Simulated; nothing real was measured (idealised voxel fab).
Proc. module: voxel gate over fins
Displayed cross-section: cut, width of 295 nm, square cells sized 5 nm.
Cross-section, as written here: a square-cell grid given band by band from the top down, where a band holds one or more rows of cells.
This entry defines a band. It first specifies the height of the band's top and the height of its bottom in nm, and then specifies the band's materials from left to right, stating each material with its width in nm. The word "full width" identifies a single material that fills the band from edge to edge, while the word "blank" identifies empty space.
Heights are expressed relative to 0, this being the level below which the as-received wafer comprises one material exclusively. The lowest band is unbounded in the downward direction and is denoted as in "top 0, no bottom".
Note: "30 to 40" means the width goes from the first number (top row of the band) to the second number (bottom row) in equal steps per row of cells.
The cross-section has no changed cell in any step marked "no alterations made".
Entry "Enclosed voids" = empty spaces >= 8 cells with no open way to the top; each as width x height at distance, distance from left edge, all nm.
Anything after a step's settings on that line? It's the simulator's own note about the step.
If you see "overlay nm" on a step's line and that step has a mask, it's telling you how far right of where it was planned the mask ended up; a negative number means it went left instead.

## The steps planned for the process are as follows
1: RECEIVE: material Si
2: CONFORMAL_DEP: material SiN, thk nm 10
3: DIRECTIONAL_DEP: material aC, thk nm 15
4: PATTERN: tone cover, mask id FINS, material resist, width nm 15, pitch nm 35, thk nm 35, overlay nm 0
5: DIRECTIONAL_ETCH: etch materials aC, depth nm 15
6: STRIP: etch materials resist
7: DIRECTIONAL_ETCH: etch materials SiN, depth nm 10
8: DIRECTIONAL_ETCH: etch materials Si, depth nm 40
9: STRIP: etch materials aC
10: FILL_DEP: material SiO2, thk nm 10
11: CMP: height nm 10
12: SELECTIVE_ETCH: etch materials SiO2, depth nm 20
13: STRIP: etch materials SiN
14: CONFORMAL_DEP: material HfO2, thk nm 5
15: CONFORMAL_DEP: material TiN, thk nm 5
16: CONFORMAL_DEP: material TiAl, thk nm 5
17: CONFORMAL_DEP: material TiN, thk nm 5
18: FILL_DEP: material W, thk nm 15
19: CMP: height nm 30
20: CONFORMAL_DEP: material SiCN, thk nm 5

## Below: the first of two wafers, run as planned

## The cross-section here shows the wafer as received, i.e. in its state after step 1
> top 0, no bottom: Si full width
> Enclosed voids: none

## Step 2 done - wafer cross-section
> top 10, bottom 0: SiN full width
> Rest of section, below 0: as before.

## Step 3 done - wafer cross-section
> top 25, bottom 10: aC full width
> Rest of section, below 10: as before.

## Step 4 done - wafer cross-section
> top 60, bottom 25: 120 blank  15 resist  20 blank  15 resist  125 blank
> Rest of section, below 25: as before.

## Step 5 done - wafer cross-section
> top 45, bottom 25: 120 blank  15 resist  20 blank  15 resist  125 blank
> top 25, bottom 10: 120 blank  15 aC  20 blank  15 aC  125 blank
> Rest of section, below 10: as before.

## Step 6 done - wafer cross-section
> top 25, bottom 10: 120 blank  15 aC  20 blank  15 aC  125 blank
> Rest of section, below 10: as before.

## Step 7 done - wafer cross-section
> top 25, bottom 10: 120 blank  15 aC  20 blank  15 aC  125 blank
> top 10, bottom 0: 120 blank  15 SiN  20 blank  15 SiN  125 blank
> Rest of section, below 0: as before.

## Step 8 done - wafer cross-section
> top 25, bottom 10: 120 blank  15 aC  20 blank  15 aC  125 blank
> top 10, bottom 0: 120 blank  15 SiN  20 blank  15 SiN  125 blank
> top 0, bottom -40: 120 blank  15 Si  20 blank  15 Si  125 blank
> Rest of section, below -40: as before.

## Step 9 done - wafer cross-section
> top 10, bottom 0: 120 blank  15 SiN  20 blank  15 SiN  125 blank
> Rest of section, below 0: as before.

## Step 10 done - wafer cross-section
> top 20, bottom 10: SiO2 full width
> top 10, bottom 0: 120 SiO2  15 SiN  20 SiO2  15 SiN  125 SiO2
> top 0, bottom -40: 120 SiO2  15 Si  20 SiO2  15 Si  125 SiO2
> Rest of section, below -40: as before.

## Step 11 done - wafer cross-section
> top 10, bottom 0: 120 SiO2  15 SiN  20 SiO2  15 SiN  125 SiO2
> Rest of section, below 0: as before.

## Step 12 done - wafer cross-section
> top 10, bottom 0: 120 blank  15 SiN  20 blank  15 SiN  125 blank
> top 0, bottom -10: 120 blank  15 Si  20 blank  15 Si  125 blank
> Rest of section, below -10: as before.

## Step 13 done - wafer cross-section
> top 0, bottom -10: 120 blank  15 Si  20 blank  15 Si  125 blank
> Rest of section, below -10: as before.

## Step 14 done - wafer cross-section
> top 5, bottom 0: 115 blank  25 HfO2  10 blank  25 HfO2  120 blank
> top 0, bottom -5: 115 blank  5 HfO2  15 Si  5 HfO2  10 blank  5 HfO2  15 Si  5 HfO2  120 blank
> top -5, bottom -10: 120 HfO2  15 Si  20 HfO2  15 Si  125 HfO2
> Rest of section, below -10: as before.

## Step 15 done - wafer cross-section
> top 10, bottom 5: 110 blank  70 TiN  115 blank
> top 5, bottom 0: 110 blank  5 TiN  25 HfO2  10 TiN  25 HfO2  5 TiN  115 blank
> top 0, bottom -5: 115 TiN  5 HfO2  15 Si  5 HfO2  10 TiN  5 HfO2  15 Si  5 HfO2  120 TiN
> Rest of section, below -5: as before.

## Step 16 done - wafer cross-section
> top 15, bottom 10: 105 blank  80 TiAl  110 blank
> top 10, bottom 5: 105 blank  5 TiAl  70 TiN  5 TiAl  110 blank
> top 5, bottom 0: 110 TiAl  5 TiN  25 HfO2  10 TiN  25 HfO2  5 TiN  115 TiAl
> Rest of section, below 0: as before.

## Step 17 done - wafer cross-section
> top 20, bottom 15: 100 blank  90 TiN  105 blank
> top 15, bottom 10: 100 blank  5 TiN  80 TiAl  5 TiN  105 blank
> top 10, bottom 5: 105 TiN  5 TiAl  70 TiN  5 TiAl  110 TiN
> Rest of section, below 5: as before.

## Step 18 done - wafer cross-section
> top 35, bottom 20: W full width
> top 20, bottom 15: 100 W  90 TiN  105 W
> top 15, bottom 10: 100 W  5 TiN  80 TiAl  5 TiN  105 W
> Rest of section, below 10: as before.

## Step 19 done - wafer cross-section
> top 30, bottom 20: W full width
> Rest of section, below 20: as before.

## Step 20 done - wafer cross-section
> top 35, bottom 30: SiCN full width
> Rest of section, below 30: as before.

## The second wafer: identical to the first at the outset and in its planned sequence, differing only in that one mistake was made during processing; up to and including step 7, its path is the first wafer's path

## Cross-sectional view of the second wafer at the intended end time of process step 8
> top 25, bottom 10: 120 blank  15 aC  20 blank  15 aC  125 blank
> top 10, bottom 0: 120 blank  15 SiN  20 blank  15 SiN  125 blank
> top 0, bottom -45: 120 blank  15 Si  20 blank  15 Si  125 blank
> Rest of section, below -45: as before.

## Cross-sectional view of the second wafer at the intended end time of process step 9
> top 10, bottom 0: 120 blank  15 SiN  20 blank  15 SiN  125 blank
> Rest of section, below 0: as before.

## Cross-sectional view of the second wafer at the intended end time of process step 10
> top 20, bottom 10: SiO2 full width
> top 10, bottom 0: 120 SiO2  15 SiN  20 SiO2  15 SiN  125 SiO2
> top 0, bottom -45: 120 SiO2  15 Si  20 SiO2  15 Si  125 SiO2
> Rest of section, below -45: as before.

## Cross-sectional view of the second wafer at the intended end time of process step 11
> top 10, bottom 0: 120 SiO2  15 SiN  20 SiO2  15 SiN  125 SiO2
> Rest of section, below 0: as before.

## Cross-sectional view of the second wafer at the intended end time of process step 12
> top 10, bottom 0: 120 blank  15 SiN  20 blank  15 SiN  125 blank
> top 0, bottom -10: 120 blank  15 Si  20 blank  15 Si  125 blank
> Rest of section, below -10: as before.

## Cross-sectional view of the second wafer at the intended end time of process step 13
> top 0, bottom -10: 120 blank  15 Si  20 blank  15 Si  125 blank
> Rest of section, below -10: as before.

## Cross-sectional view of the second wafer at the intended end time of process step 14
> top 5, bottom 0: 115 blank  25 HfO2  10 blank  25 HfO2  120 blank
> top 0, bottom -5: 115 blank  5 HfO2  15 Si  5 HfO2  10 blank  5 HfO2  15 Si  5 HfO2  120 blank
> top -5, bottom -10: 120 HfO2  15 Si  20 HfO2  15 Si  125 HfO2
> Rest of section, below -10: as before.

## Cross-sectional view of the second wafer at the intended end time of process step 15
> top 10, bottom 5: 110 blank  70 TiN  115 blank
> top 5, bottom 0: 110 blank  5 TiN  25 HfO2  10 TiN  25 HfO2  5 TiN  115 blank
> top 0, bottom -5: 115 TiN  5 HfO2  15 Si  5 HfO2  10 TiN  5 HfO2  15 Si  5 HfO2  120 TiN
> Rest of section, below -5: as before.

## Cross-sectional view of the second wafer at the intended end time of process step 16
> top 15, bottom 10: 105 blank  80 TiAl  110 blank
> top 10, bottom 5: 105 blank  5 TiAl  70 TiN  5 TiAl  110 blank
> top 5, bottom 0: 110 TiAl  5 TiN  25 HfO2  10 TiN  25 HfO2  5 TiN  115 TiAl
> Rest of section, below 0: as before.

## Cross-sectional view of the second wafer at the intended end time of process step 17
> top 20, bottom 15: 100 blank  90 TiN  105 blank
> top 15, bottom 10: 100 blank  5 TiN  80 TiAl  5 TiN  105 blank
> top 10, bottom 5: 105 TiN  5 TiAl  70 TiN  5 TiAl  110 TiN
> Rest of section, below 5: as before.

## Cross-sectional view of the second wafer at the intended end time of process step 18
> top 35, bottom 20: W full width
> top 20, bottom 15: 100 W  90 TiN  105 W
> top 15, bottom 10: 100 W  5 TiN  80 TiAl  5 TiN  105 W
> Rest of section, below 10: as before.

## Cross-sectional view of the second wafer at the intended end time of process step 19
> top 30, bottom 20: W full width
> Rest of section, below 20: as before.

## Cross-sectional view of the second wafer at the intended end time of process step 20
> top 35, bottom 30: SiCN full width
> Rest of section, below 30: as before.
What was the processing mistake? the process deviated at step 8: the operation and settings actually run there were DIRECTIONAL_ETCH: etch materials Si, depth nm 45
The second wafer ends with more or fewer cells of some materials than the first, per final count: 53 fewer of Si; 53 more of SiO2
